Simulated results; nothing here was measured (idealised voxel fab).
process module | voxel double patterning
cross-section cut | 235 nm wide | cells 5 nm
A cross-section is a grid of square cells, given in bands from the top down. A band is one or more rows of cells.
Each band's line starts with the height of the band's top and of its bottom, in nm. Then come its materials from left to right, each with its width in nm. One material with "throughout" fills the band from edge to edge. "air" is empty space.
Height 0 is the level under which the wafer as received is all one material. The lowest band goes on downwards, as in "0 down".
A width such as "30 to 40" changes by the same amount from each row of cells to the next, from the band's top row to its bottom row.
"no change" after a step means that no cell of the cross-section changed.
closed voids: empty space of 8 cells or more with no open way to the top, each as width x height at its distance from the left edge, in nm
after a step's settings: what the simulator itself notes on the step
overlay nm, on a step with a mask: how far to the right of its planned place the mask lay; to the left if negative
plan
1 op RECEIVE | material Si
2 op CONFORMAL_DEP | material SiO2 | thk nm 10
3 op DIRECTIONAL_DEP | material W | thk nm 15
4 op DIRECTIONAL_DEP | material SiN | thk nm 10
5 op DIRECTIONAL_DEP | material aC | thk nm 15
6 op PATTERN | tone open | mask id FIRST | material resist | width nm 15 | pitch nm 50 | thk nm 35 | overlay nm 0
7 op DIRECTIONAL_ETCH | etch materials aC | depth nm 15
8 op STRIP | etch materials resist
9 op DIRECTIONAL_ETCH | etch materials SiN | depth nm 10
10 op STRIP | etch materials aC
11 op PATTERN | tone open | mask id SECOND | material resist | width nm 15 | pitch nm 50 | thk nm 15 | overlay nm 0
12 op DIRECTIONAL_ETCH | etch materials SiN | depth nm 10
13 op STRIP | etch materials resist
14 op DIRECTIONAL_ETCH | etch materials W | depth nm 15
15 op STRIP | etch materials SiN
first wafer, as planned
as received, after step 1
  0 down: Si throughout
  closed voids: none
after step 2
  10 to 0: SiO2 throughout
  below 0: unchanged
after step 3
  25 to 10: W throughout
  below 10: unchanged
after step 4
  35 to 25: SiN throughout
  below 25: unchanged
after step 5
  50 to 35: aC throughout
  below 35: unchanged
after step 6
  85 to 50: resist 60 | air 15 | resist 35 | air 15 | resist 35 | air 15 | resist 60
  below 50: unchanged
after step 7
  70 to 50: resist 60 | air 15 | resist 35 | air 15 | resist 35 | air 15 | resist 60
  50 to 35: aC 60 | air 15 | aC 35 | air 15 | aC 35 | air 15 | aC 60
  below 35: unchanged
after step 8
  50 to 35: aC 60 | air 15 | aC 35 | air 15 | aC 35 | air 15 | aC 60
  below 35: unchanged
after step 9
  50 to 35: aC 60 | air 15 | aC 35 | air 15 | aC 35 | air 15 | aC 60
  35 to 25: SiN 60 | air 15 | SiN 35 | air 15 | SiN 35 | air 15 | SiN 60
  below 25: unchanged
after step 10
  35 to 25: SiN 60 | air 15 | SiN 35 | air 15 | SiN 35 | air 15 | SiN 60
  below 25: unchanged
after step 11
  50 to 35: resist 85 | air 15 | resist 35 | air 15 | resist 85
  35 to 25: SiN 60 | resist 15 | SiN 35 | resist 15 | SiN 35 | resist 15 | SiN 60
  below 25: unchanged
after step 12
  50 to 35: resist 85 | air 15 | resist 35 | air 15 | resist 85
  35 to 25: SiN 60 | resist 15 | SiN 10 | air 15 | SiN 10 | resist 15 | SiN 10 | air 15 | SiN 10 | resist 15 | SiN 60
  below 25: unchanged
after step 13
  35 to 25: SiN 60 | air 15 | SiN 10 | air 15 | SiN 10 | air 15 | SiN 10 | air 15 | SiN 10 | air 15 | SiN 60
  below 25: unchanged
after step 14
  35 to 25: SiN 60 | air 15 | SiN 10 | air 15 | SiN 10 | air 15 | SiN 10 | air 15 | SiN 10 | air 15 | SiN 60
  25 to 10: W 60 | air 15 | W 10 | air 15 | W 10 | air 15 | W 10 | air 15 | W 10 | air 15 | W 60
  below 10: unchanged
after step 15
  25 to 10: W 60 | air 15 | W 10 | air 15 | W 10 | air 15 | W 10 | air 15 | W 10 | air 15 | W 60
  below 10: unchanged
second wafer: like start, like plan, one mistake. Through step 13 it matches the first wafer
when step 14 should have ended
  35 to 25: SiN 60 | air 15 | SiN 10 | air 15 | SiN 10 | air 15 | SiN 10 | air 15 | SiN 10 | air 15 | SiN 60
  25 to 15: W 60 | air 15 | W 10 | air 15 | W 10 | air 15 | W 10 | air 15 | W 10 | air 15 | W 60
  below 15: unchanged
when step 15 should have ended
  25 to 15: W 60 | air 15 | W 10 | air 15 | W 10 | air 15 | W 10 | air 15 | W 10 | air 15 | W 60
  below 15: unchanged
what went wrong: step 14 ran as: op DIRECTIONAL_ETCH | etch materials W | depth nm 10
at the end the second wafer has, in cells: 15 more of W
